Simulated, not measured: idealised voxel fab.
Name of the process module below: voxel double patterning
The cross-section on display is named cut; it measures 300 nm wide, and its cells are 5 nm squares.
Cross-section layout: square cells on a grid; listed as bands, top to bottom; a band spans one or more cell rows. First you get the band's top height and its bottom height, in nm, and then the materials it's made of, left to right, with each width in nm. If you see a single material with "edge to edge", that one covers the band edge to edge. "empty" is empty space. Heads up on the height convention: 0 is the point under which the incoming wafer is all one material, and the lowest band has no bottom, it just keeps going down, like "top 0, no bottom". A two-number width, for instance "30->40", indicates that the width is equal to the first number in the top row of the band and to the second number in the bottom row, and that it changes by a constant amount per row of cells. "left unchanged" (step): cross-section cells unchanged, all of them. In "closed voids" the enclosed voids are listed, meaning empty spaces of 8 cells or larger without any opening to the top. The form is width x height at distance, distance from the left edge, units nm. On a step's line, text after the settings is the simulator commenting on that step. The setting "overlay nm" may be written on the line of a step. When the step uses a mask, the value reports how far to the right of the planned place the mask lay, and a negative value reports that it lay to the left.
The following list gives the planned process steps:
| 1 | RECEIVE: material Si |
| 2 | CONFORMAL_DEP: material SiO2, thk nm 5 |
| 3 | DIRECTIONAL_DEP: material W, thk nm 15 |
| 4 | DIRECTIONAL_DEP: material SiCN, thk nm 10 |
| 5 | DIRECTIONAL_DEP: material aC, thk nm 15 |
| 6 | PATTERN: tone open, mask id FIRST, material resist, width nm 15, pitch nm 50, thk nm 30, overlay nm 0 |
| 7 | DIRECTIONAL_ETCH: etch materials aC, depth nm 15 |
| 8 | STRIP: etch materials resist |
| 9 | DIRECTIONAL_ETCH: etch materials SiCN, depth nm 10 |
| 10 | STRIP: etch materials aC |
| 11 | PATTERN: tone open, mask id SECOND, material resist, width nm 15, pitch nm 50, thk nm 15, overlay nm 0 |
| 12 | DIRECTIONAL_ETCH: etch materials SiCN, depth nm 10 |
| 13 | STRIP: etch materials resist |
| 14 | DIRECTIONAL_ETCH: etch materials W, depth nm 15 |
| 15 | STRIP: etch materials SiCN |
Delivered wafer in cross-section: state after step 1:
  top 0, no bottom | Si edge to edge
  closed voids: none
End-of-module cross-section of the first of two wafers, processed as planned:
  top 20, bottom 5 | 90 nm W / 15 nm empty / 10 nm W / 15 nm empty / 10 nm W / 15 nm empty / 10 nm W / 15 nm empty / 10 nm W / 15 nm empty / 95 nm W
  top 5, bottom 0 | SiO2 edge to edge
  top 0, no bottom | Si edge to edge
  closed voids: none
This is the second of the two wafers, cross-sectioned at the end of the module; it started exactly like the first and was given the same plan, but it was run with one mistake:
  top 20, bottom 5 | 90 nm W / 15 nm empty / 10 nm W / 15 nm empty / 10 nm W / 15 nm empty / 10 nm W / 15 nm empty / 10 nm W / 15 nm empty / 95 nm W
  top 5, bottom 0 | aC edge to edge
  top 0, no bottom | Si edge to edge
  closed voids: none
Processing error: step 2 changed vs plan, executed as CONFORMAL_DEP: material aC, thk nm 5
FYI, end of process, the second wafer has more or fewer cells of some materials than the first: -60 SiO2, +60 aC
